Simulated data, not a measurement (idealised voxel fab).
Process module, titled voxel capacitor over wiring
The figure presents cross-section cut, which has a width of 235 nm and is divided into square cells with an edge length of 5 nm.
Cross-section, as written here: a square-cell grid given band by band from the top down, where a band holds one or more rows of cells. Band: top and bottom heights (nm) first, top before bottom; then materials from left to right, widths in nm. "throughout" marks a sole material filling the band edge to edge. "empty" denotes empty space. Below 0: as-received wafer, all one material; heights counted from there. Lowest band: no bottom, goes on down, written "from 0 down". A width such as "30..40" changes by the same amount from each row of cells to the next, from the band's top row to its bottom row. "changes: none" -> step changed no cross-section cell. Under "Entrapped void list" you'll find the enclosed gaps, the ones with no way out to the top, that are 8 cells or bigger; each reads width x height at distance, with distance counted from the left edge, everything in nm. On each step's line, the part that comes after the settings is the simulator's own comment on the step. A step's line can hold "overlay nm"; with a mask on that step, the setting says how far right of the planned place the mask lay, while a negative setting says it lay to the left. Each of the pairs that make up the rest of this document says: here is the cross-section before one process step, here is the cross-section after it, drawn only down to the lowest band that changed, and here, under the pair, is the step lying between them with its settings. Different pairs may come from different runs of this module on the same starting wafer, so a pair continues from the pair above it only where its entry headed "Before step" says so.

# Before step
- from 95 to 80 | empty 65 nm  resist 80 nm  empty 90 nm
- from 80 to 75 | empty 65 nm  TiN 75 nm  resist 5 nm  empty 90 nm
- from 75 to 70 | empty 65 nm  Al2O3 75 nm  resist 5 nm  empty 90 nm
- from 70 to 60 | TiN throughout
- from 60 to 45 | lowk 65 nm  TiN 5 nm  Ru 5 nm  TiN 5 nm  lowk 155 nm
- from 45 to 40 | SiCN 65 nm  TiN 15 nm  SiCN 155 nm
- from 40 to 20 | SiO2 60 nm  Ru 20 nm  SiO2 70 nm  Ru 20 nm  SiO2 65 nm
- from 20 to 15 | SiO2 60 nm  TiN 20 nm  SiO2 70 nm  TiN 20 nm  SiO2 65 nm
- from 15 to 0 | SiO2 throughout
- from 0 down | Si throughout
- Entrapped void list: none

# Cross-Section Thereafter
- from 95 to 80 | empty 65 nm  resist 80 nm  empty 90 nm
- from 80 to 75 | empty 65 nm  TiN 75 nm  resist 5 nm  empty 90 nm
- from 75 to 70 | empty 65 nm  Al2O3 75 nm  resist 5 nm  empty 90 nm
- from 70 to 60 | empty 65 nm  TiN 80 nm  empty 90 nm
- below 60: unchanged
- Entrapped void list: none
Here is the step that sits between the two cross-sections above: op DIRECTIONAL_ETCH | etch materials TiN | depth nm 10

Before step: the wafer arrives at this step looking as the after cross-section in the pair just above shows it.

# Cross-Section Thereafter
- from 80 to 75 | empty 65 nm  TiN 75 nm  empty 95 nm
- from 75 to 70 | empty 65 nm  Al2O3 75 nm  empty 95 nm
- below 70: unchanged
- Entrapped void list: none
Here is the step that sits between the two cross-sections above: op STRIP | etch materials resist

Before step: the wafer arrives at this step looking as the after cross-section in the pair just above shows it.

# Cross-Section Thereafter
- from 95 to 80 | SiO2 throughout
- from 80 to 75 | SiO2 65 nm  TiN 75 nm  SiO2 95 nm
- from 75 to 70 | SiO2 65 nm  Al2O3 75 nm  SiO2 95 nm
- from 70 to 60 | SiO2 65 nm  TiN 80 nm  SiO2 90 nm
- below 60: unchanged
- Entrapped void list: none
Here is the step that sits between the two cross-sections above: op FILL_DEP | material SiO2 | thk nm 15

Before step: the wafer arrives at this step looking as the after cross-section in the pair just above shows it.

# Cross-Section Thereafter
- from 90 to 80 | SiO2 throughout
- below 80: unchanged
- Entrapped void list: none
Here is the step that sits between the two cross-sections above: op CMP | height nm 90

Before step: the wafer arrives at this step looking as the after cross-section in the pair just above shows it.

# Cross-Section Thereafter
- from 90 to 80 | SiO2 75 nm  empty 15 nm  SiO2 145 nm
- below 80: unchanged
- Entrapped void list: none
Here is the step that sits between the two cross-sections above: op MASKED_ETCH | tone open | mask id PLUG_2 | width nm 15 | etch materials SiO2 | depth nm 10 | overlay nm 0

Before step: the wafer arrives at this step looking as the after cross-section in the pair just above shows it.

# Cross-Section Thereafter
- from 95 to 90 | TiN 80 nm  empty 5 nm  TiN 150 nm
- from 90 to 85 | SiO2 75 nm  TiN 5 nm  empty 5 nm  TiN 5 nm  SiO2 145 nm
- from 85 to 75 | SiO2 75..65 nm  TiN 15..75 nm  SiO2 145..95 nm
- below 75: unchanged
- Entrapped void list: none
Here is the step that sits between the two cross-sections above: op CONFORMAL_DEP | material TiN | thk nm 5

Before step: the wafer arrives at this step looking as the after cross-section in the pair just above shows it.

# Cross-Section Thereafter
- from 105 to 95 | Ru throughout
- from 95 to 90 | TiN 80 nm  Ru 5 nm  TiN 150 nm
- from 90 to 85 | SiO2 75 nm  TiN 5 nm  Ru 5 nm  TiN 5 nm  SiO2 145 nm
- below 85: unchanged
- Entrapped void list: none
Here is the step that sits between the two cross-sections above: op FILL_DEP | material Ru | thk nm 10

Before step: the wafer arrives at this step looking as the after cross-section in the pair just above shows it.

# Cross-Section Thereafter
- from 90 to 85 | SiO2 75 nm  TiN 5 nm  Ru 5 nm  TiN 5 nm  SiO2 145 nm
- below 85: unchanged
- Entrapped void list: none
Here is the step that sits between the two cross-sections above: op CMP | height nm 90

Before step: the wafer arrives at this step looking as the after cross-section in the pair just above shows it.

# Cross-Section Thereafter
- from 95 to 90 | SiN throughout
- below 90: unchanged
- Entrapped void list: none
Here is the step that sits between the two cross-sections above: op CONFORMAL_DEP | material SiN | thk nm 5

# Before step
- from 80 to 75 | TiN throughout
- from 75 to 70 | Al2O3 throughout
- from 70 to 60 | TiN throughout
- from 60 to 45 | lowk 65 nm  TiN 5 nm  Ru 5 nm  TiN 5 nm  lowk 155 nm
- from 45 to 40 | SiCN 65 nm  TiN 15 nm  SiCN 155 nm
- from 40 to 20 | SiO2 60 nm  Ru 20 nm  SiO2 70 nm  Ru 20 nm  SiO2 65 nm
- from 20 to 15 | SiO2 60 nm  TiN 20 nm  SiO2 70 nm  TiN 20 nm  SiO2 65 nm
- from 15 to 0 | SiO2 throughout
- from 0 down | Si throughout
- Entrapped void list: none

# Cross-Section Thereafter
- from 100 to 80 | empty 70 nm  resist 75 nm  empty 90 nm
- below 80: unchanged
- Entrapped void list: none
Here is the step that sits between the two cross-sections above: op PATTERN | tone cover | mask id UPPER_PLATE | material resist | width nm 75 | thk nm 20 | overlay nm 5

Before step: the wafer arrives at this step looking as the after cross-section in the pair just above shows it.

# Cross-Section Thereafter
- from 100 to 80 | empty 70 nm  resist 75 nm  empty 90 nm
- from 80 to 75 | empty 70 nm  TiN 75 nm  empty 90 nm
- below 75: unchanged
- Entrapped void list: none
Here is the step that sits between the two cross-sections above: op DIRECTIONAL_ETCH | etch materials TiN | depth nm 5

Before step: the wafer arrives at this step looking as the after cross-section in the pair just above shows it.

# Cross-Section Thereafter
- from 100 to 80 | empty 70 nm  resist 75 nm  empty 90 nm
- from 80 to 75 | empty 70 nm  TiN 75 nm  empty 90 nm
- from 75 to 70 | empty 70 nm  Al2O3 75 nm  empty 90 nm
- below 70: unchanged
- Entrapped void list: none
Here is the step that sits between the two cross-sections above: op DIRECTIONAL_ETCH | etch materials Al2O3 | depth nm 5

Before step: the wafer arrives at this step looking as the after cross-section in the pair just above shows it.

# Cross-Section Thereafter
- from 80 to 75 | empty 70 nm  TiN 75 nm  empty 90 nm
- below 75: unchanged
- Entrapped void list: none
Here is the step that sits between the two cross-sections above: op STRIP | etch materials resist

Before step: the wafer arrives at this step looking as the after cross-section in the pair just above shows it.

# Cross-Section Thereafter
- from 95 to 80 | empty 60 nm  resist 85 nm  empty 90 nm
- from 80 to 75 | empty 60 nm  resist 10 nm  TiN 75 nm  empty 90 nm
- from 75 to 70 | empty 60 nm  resist 10 nm  Al2O3 75 nm  empty 90 nm
- below 70: unchanged
- Entrapped void list: none
Here is the step that sits between the two cross-sections above: op PATTERN | tone cover | mask id LOWER_PLATE | material resist | width nm 85 | thk nm 15 | overlay nm 0

Before step: the wafer arrives at this step looking as the after cross-section in the pair just above shows it.

# Cross-Section Thereafter
- from 95 to 80 | empty 60 nm  resist 85 nm  empty 90 nm
- from 80 to 75 | empty 60 nm  resist 10 nm  TiN 75 nm  empty 90 nm
- from 75 to 70 | empty 60 nm  resist 10 nm  Al2O3 75 nm  empty 90 nm
- from 70 to 60 | empty 60 nm  TiN 85 nm  empty 90 nm
- below 60: unchanged
- Entrapped void list: none
Here is the step that sits between the two cross-sections above: op DIRECTIONAL_ETCH | etch materials TiN | depth nm 10

Before step: the wafer arrives at this step looking as the after cross-section in the pair just above shows it.

# Cross-Section Thereafter
- from 80 to 75 | empty 70 nm  TiN 75 nm  empty 90 nm
- from 75 to 70 | empty 70 nm  Al2O3 75 nm  empty 90 nm
- below 70: unchanged
- Entrapped void list: none
Here is the step that sits between the two cross-sections above: op STRIP | etch materials resist

Before step: the wafer arrives at this step looking as the after cross-section in the pair just above shows it.

# Cross-Section Thereafter
- from 95 to 80 | SiO2 throughout
- from 80 to 75 | SiO2 70 nm  TiN 75 nm  SiO2 90 nm
- from 75 to 70 | SiO2 70 nm  Al2O3 75 nm  SiO2 90 nm
- from 70 to 60 | SiO2 60 nm  TiN 85 nm  SiO2 90 nm
- below 60: unchanged
- Entrapped void list: none
Here is the step that sits between the two cross-sections above: op FILL_DEP | material SiO2 | thk nm 15

Before step: the wafer arrives at this step looking as the after cross-section in the pair just above shows it.

# Cross-Section Thereafter
- from 90 to 80 | SiO2 throughout
- below 80: unchanged
- Entrapped void list: none
Here is the step that sits between the two cross-sections above: op CMP | height nm 90

Before step: the wafer arrives at this step looking as the after cross-section in the pair just above shows it.

# Cross-Section Thereafter
- from 90 to 80 | SiO2 75 nm  empty 15 nm  SiO2 145 nm
- below 80: unchanged
- Entrapped void list: none
Here is the step that sits between the two cross-sections above: op MASKED_ETCH | tone open | mask id PLUG_2 | width nm 15 | etch materials SiO2 | depth nm 10 | overlay nm 0

Before step: the wafer arrives at this step looking as the after cross-section in the pair just above shows it.

# Cross-Section Thereafter
- from 95 to 90 | TiN 80 nm  empty 5 nm  TiN 150 nm
- from 90 to 85 | SiO2 75 nm  TiN 5 nm  empty 5 nm  TiN 5 nm  SiO2 145 nm
- from 85 to 75 | SiO2 75..70 nm  TiN 15..75 nm  SiO2 145..90 nm
- below 75: unchanged
- Entrapped void list: none
Here is the step that sits between the two cross-sections above: op CONFORMAL_DEP | material TiN | thk nm 5

Before step: the wafer arrives at this step looking as the after cross-section in the pair just above shows it.

# Cross-Section Thereafter
- from 105 to 95 | Ru throughout
- from 95 to 90 | TiN 80 nm  Ru 5 nm  TiN 150 nm
- from 90 to 85 | SiO2 75 nm  TiN 5 nm  Ru 5 nm  TiN 5 nm  SiO2 145 nm
- below 85: unchanged
- Entrapped void list: none
Here is the step that sits between the two cross-sections above: op FILL_DEP | material Ru | thk nm 10

Before step: the wafer arrives at this step looking as the after cross-section in the pair just above shows it.

# Cross-Section Thereafter
- from 90 to 85 | SiO2 75 nm  TiN 5 nm  Ru 5 nm  TiN 5 nm  SiO2 145 nm
- below 85: unchanged
- Entrapped void list: none
Here is the step that sits between the two cross-sections above: op CMP | height nm 90

Before step: the wafer arrives at this step looking as the after cross-section in the pair just above shows it.

# Cross-Section Thereafter
- from 95 to 90 | SiN throughout
- below 90: unchanged
- Entrapped void list: none
Here is the step that sits between the two cross-sections above: op CONFORMAL_DEP | material SiN | thk nm 5

# Before step
- from 20 to 15 | TiN throughout
- from 15 to 0 | SiO2 throughout
- from 0 down | Si throughout
- Entrapped void list: none

# Cross-Section Thereafter
- from 40 to 20 | SiCN throughout
- below 20: unchanged
- Entrapped void list: none
Here is the step that sits between the two cross-sections above: op DIRECTIONAL_DEP | material SiCN | thk nm 20

Before step: the wafer arrives at this step looking as the after cross-section in the pair just above shows it.

# Cross-Section Thereafter
- from 50 to 40 | aC throughout
- below 40: unchanged
- Entrapped void list: none
Here is the step that sits between the two cross-sections above: op DIRECTIONAL_DEP | material aC | thk nm 10

Before step: the wafer arrives at this step looking as the after cross-section in the pair just above shows it.

# Cross-Section Thereafter
- from 80 to 50 | empty 60 nm  resist 20 nm  empty 70 nm  resist 20 nm  empty 65 nm
- below 50: unchanged
- Entrapped void list: none
Here is the step that sits between the two cross-sections above: op PATTERN | tone cover | mask id METAL_1 | material resist | width nm 20 | pitch nm 90 | thk nm 30 | overlay nm 0

Before step: the wafer arrives at this step looking as the after cross-section in the pair just above shows it.

# Cross-Section Thereafter
- from 70 to 50 | empty 60 nm  resist 20 nm  empty 70 nm  resist 20 nm  empty 65 nm
- from 50 to 40 | empty 60 nm  aC 20 nm  empty 70 nm  aC 20 nm  empty 65 nm
- below 40: unchanged
- Entrapped void list: none
Here is the step that sits between the two cross-sections above: op DIRECTIONAL_ETCH | etch materials aC | depth nm 10

Before step: the wafer arrives at this step looking as the after cross-section in the pair just above shows it.

# Cross-Section Thereafter
- from 50 to 40 | empty 60 nm  aC 20 nm  empty 70 nm  aC 20 nm  empty 65 nm
- below 40: unchanged
- Entrapped void list: none
Here is the step that sits between the two cross-sections above: op STRIP | etch materials resist

Before step: the wafer arrives at this step looking as the after cross-section in the pair just above shows it.

# Cross-Section Thereafter
- from 40 to 20 | SiCN throughout
- below 20: unchanged
- Entrapped void list: none
Here is the step that sits between the two cross-sections above: op STRIP | etch materials aC

Before step: the wafer arrives at this step looking as the after cross-section in the pair just above shows it.

# Cross-Section Thereafter
- from 50 to 40 | SiO2 throughout
- below 40: unchanged
- Entrapped void list: none
Here is the step that sits between the two cross-sections above: op FILL_DEP | material SiO2 | thk nm 10

Before step: the wafer arrives at this step looking as the after cross-section in the pair just above shows it.

# Cross-Section Thereafter
- from 40 to 20 | SiCN throughout
- below 20: unchanged
- Entrapped void list: none
Here is the step that sits between the two cross-sections above: op CMP | height nm 40

Before step: the wafer arrives at this step looking as the after cross-section in the pair just above shows it.

# Cross-Section Thereafter
- from 45 to 20 | SiCN throughout
- below 20: unchanged
- Entrapped void list: none
Here is the step that sits between the two cross-sections above: op CONFORMAL_DEP | material SiCN | thk nm 5

Before step: the wafer arrives at this step looking as the after cross-section in the pair just above shows it.

# Cross-Section Thereafter
- from 60 to 45 | lowk throughout
- below 45: unchanged
- Entrapped void list: none
Here is the step that sits between the two cross-sections above: op DIRECTIONAL_DEP | material lowk | thk nm 15

Before step: the wafer arrives at this step looking as the after cross-section in the pair just above shows it.

# Cross-Section Thereafter
- from 60 to 45 | lowk 65 nm  empty 15 nm  lowk 155 nm
- below 45: unchanged
- Entrapped void list: none
Here is the step that sits between the two cross-sections above: op MASKED_ETCH | tone open | mask id PLUG_1 | width nm 15 | etch materials lowk | depth nm 15 | overlay nm 0

Before step: the wafer arrives at this step looking as the after cross-section in the pair just above shows it.

# Cross-Section Thereafter
- from 60 to 45 | lowk 65 nm  empty 15 nm  lowk 155 nm
- from 45 to 40 | SiCN 65 nm  empty 15 nm  SiCN 155 nm
- below 40: unchanged
- Entrapped void list: none
Here is the step that sits between the two cross-sections above: op MASKED_ETCH | tone open | mask id PLUG_1 | width nm 15 | etch materials SiCN | depth nm 5 | overlay nm 0

Before step: the wafer arrives at this step looking as the after cross-section in the pair just above shows it.

# Cross-Section Thereafter
- from 65 to 60 | TiN 70 nm  empty 5 nm  TiN 160 nm
- from 60 to 45 | lowk 65 nm  TiN 5 nm  empty 5 nm  TiN 5 nm  lowk 155 nm
- from 45 to 40 | SiCN 65 nm  TiN 15 nm  SiCN 155 nm
- below 40: unchanged
- Entrapped void list: none
Here is the step that sits between the two cross-sections above: op CONFORMAL_DEP | material TiN | thk nm 5

Before step: the wafer arrives at this step looking as the after cross-section in the pair just above shows it.

# Cross-Section Thereafter
- from 75 to 65 | Ru throughout
- from 65 to 60 | TiN 70 nm  Ru 5 nm  TiN 160 nm
- from 60 to 45 | lowk 65 nm  TiN 5 nm  Ru 5 nm  TiN 5 nm  lowk 155 nm
- below 45: unchanged
- Entrapped void list: none
Here is the step that sits between the two cross-sections above: op FILL_DEP | material Ru | thk nm 10

Before step: the wafer arrives at this step looking as the after cross-section in the pair just above shows it.

# Cross-Section Thereafter
- from 60 to 45 | lowk 65 nm  TiN 5 nm  Ru 5 nm  TiN 5 nm  lowk 155 nm
- below 45: unchanged
- Entrapped void list: none
Here is the step that sits between the two cross-sections above: op CMP | height nm 60

Before step: the wafer arrives at this step looking as the after cross-section in the pair just above shows it.

# Cross-Section Thereafter
- from 70 to 60 | TiN throughout
- below 60: unchanged
- Entrapped void list: none
Here is the step that sits between the two cross-sections above: op DIRECTIONAL_DEP | material TiN | thk nm 10

Before step: the wafer arrives at this step looking as the after cross-section in the pair just above shows it.

# Cross-Section Thereafter
- from 75 to 70 | Al2O3 throughout
- below 70: unchanged
- Entrapped void list: none
Here is the step that sits between the two cross-sections above: op DIRECTIONAL_DEP | material Al2O3 | thk nm 5

Before step: the wafer arrives at this step looking as the after cross-section in the pair just above shows it.

# Cross-Section Thereafter
- from 80 to 75 | TiN throughout
- below 75: unchanged
- Entrapped void list: none
Here is the step that sits between the two cross-sections above: op DIRECTIONAL_DEP | material TiN | thk nm 5

Before step: the wafer arrives at this step looking as the after cross-section in the pair just above shows it.

# Cross-Section Thereafter
- from 100 to 80 | empty 65 nm  resist 75 nm  empty 95 nm
- below 80: unchanged
- Entrapped void list: none
Here is the step that sits between the two cross-sections above: op PATTERN | tone cover | mask id UPPER_PLATE | material resist | width nm 75 | thk nm 20 | overlay nm 0

Before step: the wafer arrives at this step looking as the after cross-section in the pair just above shows it.

# Cross-Section Thereafter
- from 100 to 80 | empty 65 nm  resist 75 nm  empty 95 nm
- from 80 to 75 | empty 65 nm  TiN 75 nm  empty 95 nm
- below 75: unchanged
- Entrapped void list: none
Here is the step that sits between the two cross-sections above: op DIRECTIONAL_ETCH | etch materials TiN | depth nm 5

Before step: the wafer arrives at this step looking as the after cross-section in the pair just above shows it.

# Cross-Section Thereafter
- from 100 to 80 | empty 65 nm  resist 75 nm  empty 95 nm
- from 80 to 75 | empty 65 nm  TiN 75 nm  empty 95 nm
- from 75 to 70 | empty 65 nm  Al2O3 75 nm  empty 95 nm
- below 70: unchanged
- Entrapped void list: none
Here is the step that sits between the two cross-sections above: op DIRECTIONAL_ETCH | etch materials Al2O3 | depth nm 5

Before step: the wafer arrives at this step looking as the after cross-section in the pair just above shows it.

# Cross-Section Thereafter
- from 80 to 75 | empty 65 nm  TiN 75 nm  empty 95 nm
- below 75: unchanged
- Entrapped void list: none
Here is the step that sits between the two cross-sections above: op STRIP | etch materials resist

Before step: the wafer arrives at this step looking as the after cross-section in the pair just above shows it.

# Cross-Section Thereafter
- from 95 to 80 | empty 60 nm  resist 85 nm  empty 90 nm
- from 80 to 75 | empty 60 nm  resist 5 nm  TiN 75 nm  resist 5 nm  empty 90 nm
- from 75 to 70 | empty 60 nm  resist 5 nm  Al2O3 75 nm  resist 5 nm  empty 90 nm
- below 70: unchanged
- Entrapped void list: none
Here is the step that sits between the two cross-sections above: op PATTERN | tone cover | mask id LOWER_PLATE | material resist | width nm 85 | thk nm 15 | overlay nm 0

Before step: the wafer arrives at this step looking as the after cross-section in the pair just above shows it.

# Cross-Section Thereafter
- from 95 to 80 | empty 60 nm  resist 85 nm  empty 90 nm
- from 80 to 75 | empty 60 nm  resist 5 nm  TiN 75 nm  resist 5 nm  empty 90 nm
- from 75 to 70 | empty 60 nm  resist 5 nm  Al2O3 75 nm  resist 5 nm  empty 90 nm
- from 70 to 60 | empty 60 nm  TiN 85 nm  empty 90 nm
- below 60: unchanged
- Entrapped void list: none
Here is the step that sits between the two cross-sections above: op DIRECTIONAL_ETCH | etch materials TiN | depth nm 10

Before step: the wafer arrives at this step looking as the after cross-section in the pair just above shows it.

# Cross-Section Thereafter
- from 80 to 75 | empty 65 nm  TiN 75 nm  empty 95 nm
- from 75 to 70 | empty 65 nm  Al2O3 75 nm  empty 95 nm
- below 70: unchanged
- Entrapped void list: none
Here is the step that sits between the two cross-sections above: op STRIP | etch materials resist

Before step: the wafer arrives at this step looking as the after cross-section in the pair just above shows it.

# Cross-Section Thereafter
- from 95 to 80 | SiO2 throughout
- from 80 to 75 | SiO2 65 nm  TiN 75 nm  SiO2 95 nm
- from 75 to 70 | SiO2 65 nm  Al2O3 75 nm  SiO2 95 nm
- from 70 to 60 | SiO2 60 nm  TiN 85 nm  SiO2 90 nm
- below 60: unchanged
- Entrapped void list: none
Here is the step that sits between the two cross-sections above: op FILL_DEP | material SiO2 | thk nm 15

Before step: the wafer arrives at this step looking as the after cross-section in the pair just above shows it.

# Cross-Section Thereafter
- from 90 to 80 | SiO2 throughout
- below 80: unchanged
- Entrapped void list: none
Here is the step that sits between the two cross-sections above: op CMP | height nm 90

Before step: the wafer arrives at this step looking as the after cross-section in the pair just above shows it.

# Cross-Section Thereafter
- from 90 to 80 | SiO2 75 nm  empty 15 nm  SiO2 145 nm
- below 80: unchanged
- Entrapped void list: none
Here is the step that sits between the two cross-sections above: op MASKED_ETCH | tone open | mask id PLUG_2 | width nm 15 | etch materials SiO2 | depth nm 10 | overlay nm 0

Before step: the wafer arrives at this step looking as the after cross-section in the pair just above shows it.

# Cross-Section Thereafter
- from 95 to 90 | TiN 80 nm  empty 5 nm  TiN 150 nm
- from 90 to 85 | SiO2 75 nm  TiN 5 nm  empty 5 nm  TiN 5 nm  SiO2 145 nm
- from 85 to 75 | SiO2 75..65 nm  TiN 15..75 nm  SiO2 145..95 nm
- below 75: unchanged
- Entrapped void list: none
Here is the step that sits between the two cross-sections above: op CONFORMAL_DEP | material TiN | thk nm 5

Before step: the wafer arrives at this step looking as the after cross-section in the pair just above shows it.

# Cross-Section Thereafter
- from 105 to 95 | Ru throughout
- from 95 to 90 | TiN 80 nm  Ru 5 nm  TiN 150 nm
- from 90 to 85 | SiO2 75 nm  TiN 5 nm  Ru 5 nm  TiN 5 nm  SiO2 145 nm
- below 85: unchanged
- Entrapped void list: none
Here is the step that sits between the two cross-sections above: op FILL_DEP | material Ru | thk nm 10

Before step: the wafer arrives at this step looking as the after cross-section in the pair just above shows it.

# Cross-Section Thereafter
- from 90 to 85 | SiO2 75 nm  TiN 5 nm  Ru 5 nm  TiN 5 nm  SiO2 145 nm
- below 85: unchanged
- Entrapped void list: none
Here is the step that sits between the two cross-sections above: op CMP | height nm 90

Before step: the wafer arrives at this step looking as the after cross-section in the pair just above shows it.

# Cross-Section Thereafter
- from 95 to 90 | SiN throughout
- below 90: unchanged
- Entrapped void list: none
Here is the step that sits between the two cross-sections above: op CONFORMAL_DEP | material SiN | thk nm 5

# Before step
- from 50 to 40 | aC throughout
- from 40 to 20 | Ru throughout
- from 20 to 15 | TiN throughout
- from 15 to 0 | SiO2 throughout
- from 0 down | Si throughout
- Entrapped void list: none

# Cross-Section Thereafter
- from 80 to 50 | resist 60 nm  empty 20 nm  resist 70 nm  empty 20 nm  resist 65 nm
- below 50: unchanged
- Entrapped void list: none
Here is the step that sits between the two cross-sections above: op PATTERN | tone open | mask id METAL_1 | material resist | width nm 20 | pitch nm 90 | thk nm 30 | overlay nm 0

Before step: the wafer arrives at this step looking as the after cross-section in the pair just above shows it.

# Cross-Section Thereafter
- from 70 to 50 | resist 60 nm  empty 20 nm  resist 70 nm  empty 20 nm  resist 65 nm
- from 50 to 40 | aC 60 nm  empty 20 nm  aC 70 nm  empty 20 nm  aC 65 nm
- below 40: unchanged
- Entrapped void list: none
Here is the step that sits between the two cross-sections above: op DIRECTIONAL_ETCH | etch materials aC | depth nm 10

Before step: the wafer arrives at this step looking as the after cross-section in the pair just above shows it.

# Cross-Section Thereafter
- from 50 to 40 | aC 60 nm  empty 20 nm  aC 70 nm  empty 20 nm  aC 65 nm
- below 40: unchanged
- Entrapped void list: none
Here is the step that sits between the two cross-sections above: op STRIP | etch materials resist

Before step: the wafer arrives at this step looking as the after cross-section in the pair just above shows it.

# Cross-Section Thereafter
- from 50 to 40 | aC 60 nm  empty 20 nm  aC 70 nm  empty 20 nm  aC 65 nm
- from 40 to 20 | Ru 60 nm  empty 20 nm  Ru 70 nm  empty 20 nm  Ru 65 nm
- below 20: unchanged
- Entrapped void list: none
Here is the step that sits between the two cross-sections above: op DIRECTIONAL_ETCH | etch materials Ru | depth nm 20

Before step: the wafer arrives at this step looking as the after cross-section in the pair just above shows it.

# Cross-Section Thereafter
- from 50 to 40 | aC 60 nm  empty 20 nm  aC 70 nm  empty 20 nm  aC 65 nm
- from 40 to 20 | Ru 60 nm  empty 20 nm  Ru 70 nm  empty 20 nm  Ru 65 nm
- from 20 to 15 | TiN 60 nm  empty 20 nm  TiN 70 nm  empty 20 nm  TiN 65 nm
- below 15: unchanged
- Entrapped void list: none
Here is the step that sits between the two cross-sections above: op DIRECTIONAL_ETCH | etch materials TiN | depth nm 5

Before step: the wafer arrives at this step looking as the after cross-section in the pair just above shows it.

# Cross-Section Thereafter
- from 40 to 20 | Ru 60 nm  empty 20 nm  Ru 70 nm  empty 20 nm  Ru 65 nm
- below 20: unchanged
- Entrapped void list: none
Here is the step that sits between the two cross-sections above: op STRIP | etch materials aC

Before step: the wafer arrives at this step looking as the after cross-section in the pair just above shows it.

# Cross-Section Thereafter
- from 50 to 40 | SiO2 throughout
- from 40 to 20 | Ru 60 nm  SiO2 20 nm  Ru 70 nm  SiO2 20 nm  Ru 65 nm
- from 20 to 15 | TiN 60 nm  SiO2 20 nm  TiN 70 nm  SiO2 20 nm  TiN 65 nm
- below 15: unchanged
- Entrapped void list: none
Here is the step that sits between the two cross-sections above: op FILL_DEP | material SiO2 | thk nm 10

Before step: the wafer arrives at this step looking as the after cross-section in the pair just above shows it.

# Cross-Section Thereafter
- from 40 to 20 | Ru 60 nm  SiO2 20 nm  Ru 70 nm  SiO2 20 nm  Ru 65 nm
- below 20: unchanged
- Entrapped void list: none
Here is the step that sits between the two cross-sections above: op CMP | height nm 40

Before step: the wafer arrives at this step looking as the after cross-section in the pair just above shows it.

# Cross-Section Thereafter
- from 45 to 40 | SiCN throughout
- below 40: unchanged
- Entrapped void list: none
Here is the step that sits between the two cross-sections above: op CONFORMAL_DEP | material SiCN | thk nm 5

Before step: the wafer arrives at this step looking as the after cross-section in the pair just above shows it.

# Cross-Section Thereafter
- from 60 to 45 | lowk throughout
- below 45: unchanged
- Entrapped void list: none
Here is the step that sits between the two cross-sections above: op DIRECTIONAL_DEP | material lowk | thk nm 15

Before step: the wafer arrives at this step looking as the after cross-section in the pair just above shows it.

# Cross-Section Thereafter
- from 60 to 45 | lowk 65 nm  empty 15 nm  lowk 155 nm
- below 45: unchanged
- Entrapped void list: none
Here is the step that sits between the two cross-sections above: op MASKED_ETCH | tone open | mask id PLUG_1 | width nm 15 | etch materials lowk | depth nm 15 | overlay nm 0

Before step: the wafer arrives at this step looking as the after cross-section in the pair just above shows it.

# Cross-Section Thereafter
- from 60 to 45 | lowk 65 nm  empty 15 nm  lowk 155 nm
- from 45 to 40 | SiCN 65 nm  empty 15 nm  SiCN 155 nm
- below 40: unchanged
- Entrapped void list: none
Here is the step that sits between the two cross-sections above: op MASKED_ETCH | tone open | mask id PLUG_1 | width nm 15 | etch materials SiCN | depth nm 5 | overlay nm 0

Before step: the wafer arrives at this step looking as the after cross-section in the pair just above shows it.

# Cross-Section Thereafter
- from 65 to 60 | TiN 70 nm  empty 5 nm  TiN 160 nm
- from 60 to 45 | lowk 65 nm  TiN 5 nm  empty 5 nm  TiN 5 nm  lowk 155 nm
- from 45 to 40 | SiCN 65 nm  TiN 15 nm  SiCN 155 nm
- below 40: unchanged
- Entrapped void list: none
Here is the step that sits between the two cross-sections above: op CONFORMAL_DEP | material TiN | thk nm 5

Before step: the wafer arrives at this step looking as the after cross-section in the pair just above shows it.

# Cross-Section Thereafter
- from 75 to 65 | Ru throughout
- from 65 to 60 | TiN 70 nm  Ru 5 nm  TiN 160 nm
- from 60 to 45 | lowk 65 nm  TiN 5 nm  Ru 5 nm  TiN 5 nm  lowk 155 nm
- below 45: unchanged
- Entrapped void list: none
Here is the step that sits between the two cross-sections above: op FILL_DEP | material Ru | thk nm 10

Before step: the wafer arrives at this step looking as the after cross-section in the pair just above shows it.

# Cross-Section Thereafter
- from 60 to 45 | lowk 65 nm  TiN 5 nm  Ru 5 nm  TiN 5 nm  lowk 155 nm
- below 45: unchanged
- Entrapped void list: none
Here is the step that sits between the two cross-sections above: op CMP | height nm 60

Before step: the wafer arrives at this step looking as the after cross-section in the pair just above shows it.

# Cross-Section Thereafter
- from 70 to 60 | TiN throughout
- below 60: unchanged
- Entrapped void list: none
Here is the step that sits between the two cross-sections above: op DIRECTIONAL_DEP | material TiN | thk nm 10

Before step: the wafer arrives at this step looking as the after cross-section in the pair just above shows it.

# Cross-Section Thereafter
- from 75 to 70 | Al2O3 throughout
- below 70: unchanged
- Entrapped void list: none
Here is the step that sits between the two cross-sections above: op DIRECTIONAL_DEP | material Al2O3 | thk nm 5

Before step: the wafer arrives at this step looking as the after cross-section in the pair just above shows it.

# Cross-Section Thereafter
- from 80 to 75 | TiN throughout
- below 75: unchanged
- Entrapped void list: none
Here is the step that sits between the two cross-sections above: op DIRECTIONAL_DEP | material TiN | thk nm 5

Before step: the wafer arrives at this step looking as the after cross-section in the pair just above shows it.

# Cross-Section Thereafter
- from 100 to 80 | empty 65 nm  resist 75 nm  empty 95 nm
- below 80: unchanged
- Entrapped void list: none
Here is the step that sits between the two cross-sections above: op PATTERN | tone cover | mask id UPPER_PLATE | material resist | width nm 75 | thk nm 20 | overlay nm 0

Before step: the wafer arrives at this step looking as the after cross-section in the pair just above shows it.

# Cross-Section Thereafter
- from 100 to 80 | empty 65 nm  resist 75 nm  empty 95 nm
- from 80 to 75 | empty 65 nm  TiN 75 nm  empty 95 nm
- below 75: unchanged
- Entrapped void list: none
Here is the step that sits between the two cross-sections above: op DIRECTIONAL_ETCH | etch materials TiN | depth nm 5

Before step: the wafer arrives at this step looking as the after cross-section in the pair just above shows it.

# Cross-Section Thereafter
- from 100 to 80 | empty 65 nm  resist 75 nm  empty 95 nm
- from 80 to 75 | empty 65 nm  TiN 75 nm  empty 95 nm
- from 75 to 70 | empty 65 nm  Al2O3 75 nm  empty 95 nm
- below 70: unchanged
- Entrapped void list: none
Here is the step that sits between the two cross-sections above: op DIRECTIONAL_ETCH | etch materials Al2O3 | depth nm 5
